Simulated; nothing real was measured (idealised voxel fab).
The document below concerns the process module designated voxel local oxidation.
Cross-sectional view cut (width: 240 nm; square cell size: 5 nm).
Think of the cross-section as a grid of square cells. We describe it in bands, top to bottom, and each band covers one or more rows of those cells.
Quick guide to a band line: top height, bottom height (nm) up front; then every material left to right with its width in nm. Only one material and it's marked "everywhere"? Then it fills the band edge to edge. And "blank" just means empty space.
Heights are measured from 0, the level below which the as-received wafer is all one material; the lowest band has no bottom and continues downward, written as in "z 0 and below".
When a width is written as two numbers, as in "30..40", the first number is the width in the top row of cells of the band and the second is the width in its bottom row, and the width changes by the same amount from each row to the next.
Step note "nothing changed" = no cross-section cell changed.
Listed in "Closed cavity list": every empty space of 8 or more cells without an open way to the top. Form: width x height at distance, the distance being from the left edge, all in nm.
Whatever follows a step's settings on its line is a remark the simulator itself makes about that step.
You can add "overlay nm" to a step's line. For a step with a mask, it describes how far the mask lay to the right of its planned position, and a negative number describes a lay to the left.
These are the steps we planned for the process
- 1: RECEIVE, material Si
- 2: CONFORMAL_DEP, material SiO2, thk nm 5
- 3: CONFORMAL_DEP, material SiN, thk nm 10
- 4: DIRECTIONAL_DEP, material aC, thk nm 15
- 5: PATTERN, tone cover, mask id ACTIVE, material resist, width nm 115, thk nm 30, overlay nm 0
- 6: DIRECTIONAL_ETCH, etch materials aC, depth nm 15
- 7: STRIP, etch materials resist
- 8: DIRECTIONAL_ETCH, etch materials SiN, depth nm 10
- 9: STRIP, etch materials aC
- 10: SELECTIVE_ETCH, etch materials SiO2, depth nm 5
- 11: OXIDIZE, depth nm 10
- 12: STRIP, etch materials SiN
Cross-section of the incoming wafer, state after step 1
	z 0 and below: Si everywhere
	Closed cavity list: none
First of two wafers, end-of-module section, run followed plan
	z 5 to 0: blank 65 nm, SiO2 105 nm, blank 70 nm
	z 0 to -10: SiO2 75 nm, Si 85 nm, SiO2 80 nm
	z -10 and below: Si everywhere
	Closed cavity list: none
Cross-section, second wafer: same start as the first, same plan as the first, one mistake in running it; taken at the end of the module
	z 5 to 0: blank 65 nm, SiO2 110 nm, blank 65 nm
	z 0 to -10: SiO2 75 nm, Si 90 nm, SiO2 75 nm
	z -10 and below: Si everywhere
	Closed cavity list: none
Deviation from plan: contrary to plan, step 5 was performed as PATTERN, tone cover, mask id ACTIVE, material resist, width nm 120, thk nm 30, overlay nm 0
Wafer comparison, final, in cells, second relative to first, materials more or fewer: Si +2, SiO2 -1
